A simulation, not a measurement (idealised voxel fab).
The process module presented herein is designated voxel self aligned contacts.
Cross-section cut: width 260 nm, square cells of 5 nm.
Format of a cross-section: grid, square cells. Given as bands. Order: top down. Band: one or more rows of cells. Per band: top height and bottom height in nm, followed by the left-to-right materials and their widths in nm; "all across" marks a single material spanning edge to edge, "air" marks empty space. The reference from which all heights are counted is 0, the level beneath which the as-received wafer is entirely one material; the lowest band, having no lower bound, proceeds downward and is written after the example "0 down". A two-number width, for instance "30->40", indicates that the width is equal to the first number in the top row of the band and to the second number in the bottom row, and that it changes by a constant amount per row of cells. It should be understood that the words "no change occurred", when stated for a given step, signify that the cross-section underwent no change in any of its cells during that step. Look at "Enclosed cavities" for the closed voids: empty spaces with no open path to the top, sized 8 cells or up. Each is width x height at distance, distance from the left edge, all nm. It should be noted that, on the line of a given step, the content following the step's settings is a remark produced by the simulator itself with respect to that step. overlay nm: for a step with a mask, the amount by which the mask lay right of where it was planned; a negative amount means left of it.

Process steps - plan
- 1: RECEIVE [material Si]
- 2: CONFORMAL_DEP [material SiO2] [thk nm 5]
- 3: DIRECTIONAL_DEP [material polySi] [thk nm 20]
- 4: DIRECTIONAL_DEP [material SiN] [thk nm 20]
- 5: DIRECTIONAL_DEP [material aC] [thk nm 10]
- 6: PATTERN [tone cover] [mask id GATE] [material resist] [width nm 30] [pitch nm 70] [thk nm 25] [overlay nm 0]
- 7: DIRECTIONAL_ETCH [etch materials aC] [depth nm 10]
- 8: STRIP [etch materials resist]
- 9: DIRECTIONAL_ETCH [etch materials SiN] [depth nm 20]
- 10: DIRECTIONAL_ETCH [etch materials polySi] [depth nm 20]
- 11: STRIP [etch materials aC]
- 12: CONFORMAL_DEP [material SiN] [thk nm 10]
- 13: DIRECTIONAL_ETCH [etch materials SiN] [depth nm 10]
- 14: FILL_DEP [material SiO2] [thk nm 20]
- 15: CMP [height nm 55]
- 16: MASKED_ETCH [tone open] [mask id CONTACT] [width nm 50] [pitch nm 70] [etch materials SiO2] [depth nm 55] [overlay nm 0]
- 17: CONFORMAL_DEP [material TiN] [thk nm 5]
- 18: FILL_DEP [material W] [thk nm 5]
- 19: CMP [height nm 55]
- 20: CONFORMAL_DEP [material SiN] [thk nm 5]

Cross-section of the wafer as it came to us, i.e., already through step 1
> 0 down | Si all across
> Enclosed cavities: none

Cross-sectional view of the first of the two wafers upon completion of the module, processed in accordance with the plan
> 60 to 55 | SiN all across
> 55 to 45 | SiO2 70  TiN 5->20  W 40->10  TiN 5->20  SiO2 20  TiN 5->20  W 40->10  TiN 5->20  SiO2 70
> 45 to 25 | SiO2 35  SiN 50  TiN 5  W 10  TiN 5  SiN 50  TiN 5  W 10  TiN 5  SiN 50  SiO2 35
> 25 to 5 | SiO2 35  SiN 10  polySi 30  SiN 10  TiN 5  W 10  TiN 5  SiN 10  polySi 30  SiN 10  TiN 5  W 10  TiN 5  SiN 10  polySi 30  SiN 10  SiO2 35
> 5 to 0 | SiO2 85  TiN 20  SiO2 50  TiN 20  SiO2 85
> 0 down | Si all across
> Enclosed cavities: none

Wafer two (of two), end-of-module cross-section: start = wafer one, plan = wafer one, one run mistake
> 60 to 55 | SiN all across
> 55 to 45 | SiO2 60  TiN 5->30  W 40->10  TiN 5->10  SiO2 20  TiN 5->30  W 40->10  TiN 5->10  SiO2 80
> 45 to 25 | SiO2 35  SiN 50  TiN 5  W 10  TiN 5  SiN 50  TiN 5  W 10  TiN 5  SiN 50  SiO2 35
> 25 to 5 | SiO2 35  SiN 10  polySi 30  SiN 10  TiN 5  W 10  TiN 5  SiN 10  polySi 30  SiN 10  TiN 5  W 10  TiN 5  SiN 10  polySi 30  SiN 10  SiO2 35
> 5 to 0 | SiO2 85  TiN 20  SiO2 50  TiN 20  SiO2 85
> 0 down | Si all across
> Enclosed cavities: none
Plan not followed: step 16 changed vs plan, executed as MASKED_ETCH [tone open] [mask id CONTACT] [width nm 50] [pitch nm 70] [etch materials SiO2] [depth nm 55] [overlay nm -10]
At the end, the second wafer has the same number of cells of each material as the first, but those cells sit in other places.
